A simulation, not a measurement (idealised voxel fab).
process module | voxel quadruple lines
cross-section cut | 205 nm wide | cells 5 nm
A cross-section is a grid of square cells, given in bands from the top down. A band is one or more rows of cells.
Each band's line starts with the height of the band's top and of its bottom, in nm. Then come its materials from left to right, each with its width in nm. One material with "throughout" fills the band from edge to edge. "air" is empty space.
Height 0 is the level under which the wafer as received is all one material. The lowest band goes on downwards, as in "0 down".
A width such as "30 to 40" changes by the same amount from each row of cells to the next, from the band's top row to its bottom row.
"no change" after a step means that no cell of the cross-section changed.
closed voids: empty space of 8 cells or more with no open way to the top, each as width x height at its distance from the left edge, in nm
after a step's settings: what the simulator itself notes on the step
overlay nm, on a step with a mask: how far to the right of its planned place the mask lay; to the left if negative
plan
1 op RECEIVE | material Si
2 op CONFORMAL_DEP | material SiO2 | thk nm 5
3 op DIRECTIONAL_DEP | material Ru | thk nm 15
4 op DIRECTIONAL_DEP | material polySi | thk nm 15
5 op DIRECTIONAL_DEP | material aC | thk nm 20
6 op PATTERN | tone cover | mask id MANDREL | material resist | width nm 25 | thk nm 25 | overlay nm 0
7 op DIRECTIONAL_ETCH | etch materials aC | depth nm 20
8 op STRIP | etch materials resist
9 op CONFORMAL_DEP | material SiO2 | thk nm 5
10 op DIRECTIONAL_ETCH | etch materials SiO2 | depth nm 15
11 op STRIP | etch materials aC
12 op DIRECTIONAL_ETCH | etch materials polySi | depth nm 15
13 op STRIP | etch materials SiO2
14 op CONFORMAL_DEP | material SiCN | thk nm 5
15 op DIRECTIONAL_ETCH | etch materials SiCN | depth nm 5
16 op STRIP | etch materials polySi
17 op DIRECTIONAL_ETCH | etch materials Ru | depth nm 15
18 op STRIP | etch materials SiCN
19 op FILL_DEP | material lowk | thk nm 5
20 op CMP | height nm 20
varied across the wafers: thk nm of step 9. The plan shows the first wafer's value. All wafers start alike
first wafer as received, after step 1
  0 down: Si throughout
  closed voids: none
each wafer at the end: cells of each material gained (+) or lost (-) since it was received, then its closed voids
thk nm 5 | +12 Ru | +41 SiO2 | +111 lowk | closed voids: none
thk nm 10 | +12 Ru | +41 SiO2 | +111 lowk | closed voids: none
thk nm 15 | +12 Ru | +41 SiO2 | +111 lowk | closed voids: none
